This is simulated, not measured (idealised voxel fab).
Process module in this document: voxel released beams
This is section cut - it's 215 nm across, gridded in 5 nm square cells.
The cross-sections in this document take the form of a grid made of square cells. They are written out as bands, in order from top to bottom. Each band consists of one or more rows of cells.
For a band, the entry starts with two heights in nm, that of the top and then that of the bottom, and carries on with the band's materials in order from left to right, each alongside its width in nm; the word "full width" beside a single material means it fills the band edge to edge, and "air" means empty space.
Measure heights from 0. That's the level where, below it, the as-received wafer is all one material. The lowest band is bottomless and extends downward; write it as in "0 and below".
So if you see something like "30..40" for the width, read it as the top row of the band sitting at the first number and the bottom row at the second, with every row in between moving by the same amount as the last.
A step reported as "left unchanged" is a step in which no cell of the cross-section changed.
"Closed-off voids": sealed empty spaces, 8 cells or more, no open way to top, listed width x height at distance, with distance from the left edge and width, height and distance in nm.
The remark found on a step's line after its settings is issued by the simulator itself and pertains to that step.
Regarding "overlay nm": on a step with a mask, it is the distance the mask lay to the right of its planned place; a negative value places it to the left.

[Process steps foreseen in the plan]
| 1 | RECEIVE, material Si |
| 2 | CONFORMAL_DEP, material Al2O3, thk nm 5 |
| 3 | DIRECTIONAL_DEP, material SiO2, thk nm 15 |
| 4 | DIRECTIONAL_DEP, material aC, thk nm 15 |
| 5 | PATTERN, tone open, mask id ANCHOR, material resist, width nm 35, thk nm 35, overlay nm 0 |
| 6 | DIRECTIONAL_ETCH, etch materials aC, depth nm 15 |
| 7 | STRIP, etch materials resist |
| 8 | DIRECTIONAL_ETCH, etch materials SiO2, depth nm 15 |
| 9 | STRIP, etch materials aC |
| 10 | CONFORMAL_DEP, material SiN, thk nm 15 |
| 11 | PATTERN, tone cover, mask id BEAM, material resist, width nm 95, thk nm 15, overlay nm 0 |
| 12 | DIRECTIONAL_ETCH, etch materials SiN, depth nm 15 |
| 13 | STRIP, etch materials resist |
| 14 | STRIP, etch materials SiO2 |

[Incoming wafer, cross-sectional view, post step 1]
    0 and below | Si full width
    Closed-off voids: none

[Final wafer profile in cross-section after the module, from the same start and plan as above, with one mistake made during processing]
    35 down to 20 | air 55 nm, then SiN 20 nm, then air 10 nm, then SiN 65 nm, then air 65 nm
    20 down to 5 | air 60 nm, then SiN 40 nm, then air 115 nm
    5 down to 0 | Al2O3 full width
    0 and below | Si full width
    Closed-off voids: none
Run error: step 5 was processed under conditions differing from the plan, specifically as PATTERN, tone open, mask id ANCHOR, material resist, width nm 40, thk nm 35, overlay nm 0
